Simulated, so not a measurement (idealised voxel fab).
Title: Process Module voxel plated lines
This is section cut - it's 290 nm across, gridded in 5 nm square cells.
Notation: cross-section as square-cell grid; stated in bands, top first, going down; one or more cell rows per band.
What a band's entry tells you: where the top is and where the bottom is, as heights in nm, and after that what lies inside, material by material from left to right, each with its width in nm. Empty space is written as the word "blank", and a single material marked with the word "everywhere" occupies the band from edge to edge.
Beneath 0, the wafer as received is one material, and that level is where height counting begins. The lowest band goes on downward without a bottom; it is written like "0 nm and below".
A width given as "30->40" starts at the first number in the band's top row and ends at the second number in its bottom row, shifting by an equal amount at every step from row to row.
"identical to before" after a step means that no cell of the cross-section changed.
The list in "Enclosed empty spaces" covers empty spaces of 8 cells or more that cannot reach the top through any open way, and it gives each as width x height at distance; the distance is from the left edge, and width, height and distance are in nm.
On each step's line, the part that comes after the settings is the simulator's own comment on the step.
The optional step-line setting "overlay nm" applies to steps with a mask and quantifies how far to the right of its planned location the mask lay, a negative value indicating leftward placement.

INTENDED PROCESS STEPS
1 RECEIVE (material Si)
2 CONFORMAL_DEP (material SiN; thk nm 5)
3 DIRECTIONAL_DEP (material TiN; thk nm 5)
4 PATTERN (tone open; mask id LINES; material resist; width nm 15; pitch nm 40; thk nm 30; overlay nm -15)
5 EPI (material Ru; thk nm 10)
6 EPI (material Ru; thk nm 10)
7 STRIP (etch materials resist)
8 DIRECTIONAL_ETCH (etch materials TiN; depth nm 5)
9 CONFORMAL_DEP (material SiO2; thk nm 5)
Split variable: overlay nm, step 4. Plan value = first wafer. Wafers start alike.

CROSS-SECTION OF THE FIRST OF SEVERAL RECEIVED WAFERS, SHOWING ITS STATE AFTER STEP 1
0 nm and below: Si everywhere
Enclosed empty spaces: none

AT THE END OF THE MODULE, AFTER ITS LAST STEP, STEP 9, THE FIRST OF SEVERAL WAFERS APPEARS IN CROSS-SECTION AS FOLLOWS
35 nm to 30 nm: 95 blank / 25 SiO2 / 15 blank / 25 SiO2 / 130 blank
30 nm to 10 nm: 95 blank / 5 SiO2 / 15 Ru / 5 SiO2 / 15 blank / 5 SiO2 / 15 Ru / 5 SiO2 / 130 blank
10 nm to 5 nm: 100 SiO2 / 15 TiN / 25 SiO2 / 15 TiN / 135 SiO2
5 nm to 0 nm: SiN everywhere
0 nm and below: Si everywhere
Enclosed empty spaces: none

LAST-WAFER CROSS-SECTION AT THE END OF THE MODULE
35 nm to 30 nm: 125 blank / 25 SiO2 / 15 blank / 25 SiO2 / 100 blank
30 nm to 10 nm: 125 blank / 5 SiO2 / 15 Ru / 5 SiO2 / 15 blank / 5 SiO2 / 15 Ru / 5 SiO2 / 100 blank
10 nm to 5 nm: 130 SiO2 / 15 TiN / 25 SiO2 / 15 TiN / 105 SiO2
5 nm to 0 nm: SiN everywhere
0 nm and below: Si everywhere
Enclosed empty spaces: none

END OF MODULE, BY WAFER: MATERIAL-BY-MATERIAL CELL GAIN (+) OR LOSS (-) SINCE RECEIPT, THEN CLOSED VOIDS
overlay nm -15; +24 Ru; +58 SiN; +78 SiO2; +6 TiN; Enclosed empty spaces: none
overlay nm -10; +24 Ru; +58 SiN; +78 SiO2; +6 TiN; Enclosed empty spaces: none
overlay nm -5; +24 Ru; +58 SiN; +78 SiO2; +6 TiN; Enclosed empty spaces: none
overlay nm 0; +24 Ru; +58 SiN; +78 SiO2; +6 TiN; Enclosed empty spaces: none
overlay nm 5; +24 Ru; +58 SiN; +78 SiO2; +6 TiN; Enclosed empty spaces: none
overlay nm 10; +24 Ru; +58 SiN; +78 SiO2; +6 TiN; Enclosed empty spaces: none
overlay nm 15; +24 Ru; +58 SiN; +78 SiO2; +6 TiN; Enclosed empty spaces: none
